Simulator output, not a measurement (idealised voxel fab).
Title: Process Module voxel spacer lines
The figure presents cross-section cut, which has a width of 250 nm and is divided into square cells with an edge length of 5 nm.
A cross-section is written here as square cells arranged in a grid, and it is given in bands from the top down, each band taking up one or more rows of cells. First you get the band's top height and its bottom height, in nm, and then the materials it's made of, left to right, with each width in nm. If you see a single material with "everywhere", that one covers the band edge to edge. "empty" is empty space. We count height from 0. Below that, the starting wafer is all one material. The lowest band never ends at the bottom but goes on down; see "z 0 and below" for how that is written. The two numbers in a width such as "30 to 40" mark its ends across the band: the first belongs to the top row of cells, the second to the bottom row, and from each row to the next the width moves by the same amount. Reading "same as before" for a step: not a cell of the cross-section changed in it. "Tabulated closed voids": sealed empty spaces, 8 cells or more, no open way to top, listed width x height at distance, with distance from the left edge and width, height and distance in nm. Where a step's line continues beyond its settings, the continuation is a remark by the simulator itself on that step. overlay nm: for a step with a mask, the amount by which the mask lay right of where it was planned; a negative amount means left of it.

Process steps foreseen in the plan:
1. RECEIVE [material Si]
2. CONFORMAL_DEP [material Al2O3] [thk nm 10]
3. DIRECTIONAL_DEP [material SiN] [thk nm 20]
4. DIRECTIONAL_DEP [material aC] [thk nm 20]
5. PATTERN [tone cover] [mask id MANDREL] [material resist] [width nm 15] [pitch nm 50] [thk nm 30] [overlay nm 0]
6. DIRECTIONAL_ETCH [etch materials aC] [depth nm 20]
7. STRIP [etch materials resist]
8. CONFORMAL_DEP [material SiO2] [thk nm 10]
9. DIRECTIONAL_ETCH [etch materials SiO2] [depth nm 10]
10. STRIP [etch materials aC]
11. DIRECTIONAL_ETCH [etch materials SiN] [depth nm 20]
12. STRIP [etch materials SiO2]
13. FILL_DEP [material lowk] [thk nm 5]
14. CMP [height nm 30]

First of two wafers, with the run carried out as planned:

The cross-section here shows the wafer as received, i.e. in its state after step 1:
z 0 and below: Si everywhere
Tabulated closed voids: none

Sectional view: wafer, after step 2:
z 10 to 0: Al2O3 everywhere
Whatever lies below 0 is exactly as it was before.

Sectional view: wafer, after step 3:
z 30 to 10: SiN everywhere
Whatever lies below 10 is exactly as it was before.

Sectional view: wafer, after step 4:
z 50 to 30: aC everywhere
Whatever lies below 30 is exactly as it was before.

Sectional view: wafer, after step 5:
z 80 to 50: 65 nm empty | 15 nm resist | 35 nm empty | 15 nm resist | 35 nm empty | 15 nm resist | 70 nm empty
Whatever lies below 50 is exactly as it was before.

Sectional view: wafer, after step 6:
z 60 to 50: 65 nm empty | 15 nm resist | 35 nm empty | 15 nm resist | 35 nm empty | 15 nm resist | 70 nm empty
z 50 to 30: 65 nm empty | 15 nm aC | 35 nm empty | 15 nm aC | 35 nm empty | 15 nm aC | 70 nm empty
Whatever lies below 30 is exactly as it was before.

Sectional view: wafer, after step 7:
z 50 to 30: 65 nm empty | 15 nm aC | 35 nm empty | 15 nm aC | 35 nm empty | 15 nm aC | 70 nm empty
Whatever lies below 30 is exactly as it was before.

Sectional view: wafer, after step 8:
z 60 to 50: 55 nm empty | 35 nm SiO2 | 15 nm empty | 35 nm SiO2 | 15 nm empty | 35 nm SiO2 | 60 nm empty
z 50 to 40: 55 nm empty | 10 nm SiO2 | 15 nm aC | 10 nm SiO2 | 15 nm empty | 10 nm SiO2 | 15 nm aC | 10 nm SiO2 | 15 nm empty | 10 nm SiO2 | 15 nm aC | 10 nm SiO2 | 60 nm empty
z 40 to 30: 65 nm SiO2 | 15 nm aC | 35 nm SiO2 | 15 nm aC | 35 nm SiO2 | 15 nm aC | 70 nm SiO2
Whatever lies below 30 is exactly as it was before.

Sectional view: wafer, after step 9:
z 50 to 30: 55 nm empty | 10 nm SiO2 | 15 nm aC | 10 nm SiO2 | 15 nm empty | 10 nm SiO2 | 15 nm aC | 10 nm SiO2 | 15 nm empty | 10 nm SiO2 | 15 nm aC | 10 nm SiO2 | 60 nm empty
Whatever lies below 30 is exactly as it was before.

Sectional view: wafer, after step 10:
z 50 to 30: 55 nm empty | 10 nm SiO2 | 15 nm empty | 10 nm SiO2 | 15 nm empty | 10 nm SiO2 | 15 nm empty | 10 nm SiO2 | 15 nm empty | 10 nm SiO2 | 15 nm empty | 10 nm SiO2 | 60 nm empty
Whatever lies below 30 is exactly as it was before.

Sectional view: wafer, after step 11:
z 50 to 30: 55 nm empty | 10 nm SiO2 | 15 nm empty | 10 nm SiO2 | 15 nm empty | 10 nm SiO2 | 15 nm empty | 10 nm SiO2 | 15 nm empty | 10 nm SiO2 | 15 nm empty | 10 nm SiO2 | 60 nm empty
z 30 to 10: 55 nm empty | 10 nm SiN | 15 nm empty | 10 nm SiN | 15 nm empty | 10 nm SiN | 15 nm empty | 10 nm SiN | 15 nm empty | 10 nm SiN | 15 nm empty | 10 nm SiN | 60 nm empty
Whatever lies below 10 is exactly as it was before.

Sectional view: wafer, after step 12:
z 30 to 10: 55 nm empty | 10 nm SiN | 15 nm empty | 10 nm SiN | 15 nm empty | 10 nm SiN | 15 nm empty | 10 nm SiN | 15 nm empty | 10 nm SiN | 15 nm empty | 10 nm SiN | 60 nm empty
Whatever lies below 10 is exactly as it was before.

Sectional view: wafer, after step 13:
z 35 to 30: lowk everywhere
z 30 to 10: 55 nm lowk | 10 nm SiN | 15 nm lowk | 10 nm SiN | 15 nm lowk | 10 nm SiN | 15 nm lowk | 10 nm SiN | 15 nm lowk | 10 nm SiN | 15 nm lowk | 10 nm SiN | 60 nm lowk
Whatever lies below 10 is exactly as it was before.

Sectional view: wafer, after step 14:
z 30 to 10: 55 nm lowk | 10 nm SiN | 15 nm lowk | 10 nm SiN | 15 nm lowk | 10 nm SiN | 15 nm lowk | 10 nm SiN | 15 nm lowk | 10 nm SiN | 15 nm lowk | 10 nm SiN | 60 nm lowk
Whatever lies below 10 is exactly as it was before.

The second wafer: identical to the first at the outset and in its planned sequence, differing only in that one mistake was made during processing; up to and including step 2, its path is the first wafer's path:

Cross-section: second wafer, time at which step 3 was scheduled to end:
z 30 to 0: Al2O3 everywhere
Whatever lies below 0 is exactly as it was before.

Cross-section: second wafer, time at which step 4 was scheduled to end:
z 50 to 30: aC everywhere
Whatever lies below 30 is exactly as it was before.

Cross-section: second wafer, time at which step 5 was scheduled to end:
z 80 to 50: 65 nm empty | 15 nm resist | 35 nm empty | 15 nm resist | 35 nm empty | 15 nm resist | 70 nm empty
Whatever lies below 50 is exactly as it was before.

Cross-section: second wafer, time at which step 6 was scheduled to end:
z 60 to 50: 65 nm empty | 15 nm resist | 35 nm empty | 15 nm resist | 35 nm empty | 15 nm resist | 70 nm empty
z 50 to 30: 65 nm empty | 15 nm aC | 35 nm empty | 15 nm aC | 35 nm empty | 15 nm aC | 70 nm empty
Whatever lies below 30 is exactly as it was before.

Cross-section: second wafer, time at which step 7 was scheduled to end:
z 50 to 30: 65 nm empty | 15 nm aC | 35 nm empty | 15 nm aC | 35 nm empty | 15 nm aC | 70 nm empty
Whatever lies below 30 is exactly as it was before.

Cross-section: second wafer, time at which step 8 was scheduled to end:
z 60 to 50: 55 nm empty | 35 nm SiO2 | 15 nm empty | 35 nm SiO2 | 15 nm empty | 35 nm SiO2 | 60 nm empty
z 50 to 40: 55 nm empty | 10 nm SiO2 | 15 nm aC | 10 nm SiO2 | 15 nm empty | 10 nm SiO2 | 15 nm aC | 10 nm SiO2 | 15 nm empty | 10 nm SiO2 | 15 nm aC | 10 nm SiO2 | 60 nm empty
z 40 to 30: 65 nm SiO2 | 15 nm aC | 35 nm SiO2 | 15 nm aC | 35 nm SiO2 | 15 nm aC | 70 nm SiO2
Whatever lies below 30 is exactly as it was before.

Cross-section: second wafer, time at which step 9 was scheduled to end:
z 50 to 30: 55 nm empty | 10 nm SiO2 | 15 nm aC | 10 nm SiO2 | 15 nm empty | 10 nm SiO2 | 15 nm aC | 10 nm SiO2 | 15 nm empty | 10 nm SiO2 | 15 nm aC | 10 nm SiO2 | 60 nm empty
Whatever lies below 30 is exactly as it was before.

Cross-section: second wafer, time at which step 10 was scheduled to end:
z 50 to 30: 55 nm empty | 10 nm SiO2 | 15 nm empty | 10 nm SiO2 | 15 nm empty | 10 nm SiO2 | 15 nm empty | 10 nm SiO2 | 15 nm empty | 10 nm SiO2 | 15 nm empty | 10 nm SiO2 | 60 nm empty
Whatever lies below 30 is exactly as it was before.

Cross-section: second wafer, time at which step 11 was scheduled to end: same as before

Cross-section: second wafer, time at which step 12 was scheduled to end:
z 30 to 0: Al2O3 everywhere
Whatever lies below 0 is exactly as it was before.

Cross-section: second wafer, time at which step 13 was scheduled to end:
z 35 to 30: lowk everywhere
Whatever lies below 30 is exactly as it was before.

Cross-section: second wafer, time at which step 14 was scheduled to end:
z 30 to 0: Al2O3 everywhere
Whatever lies below 0 is exactly as it was before.
Finding, execution versus plan: not per plan at step 3, really ran DIRECTIONAL_DEP [material Al2O3] [thk nm 20]
Upon completion, the second wafer contains, in terms of cells, a greater or smaller amount of certain materials than the first wafer: Al2O3 +200, SiN -48, lowk -152
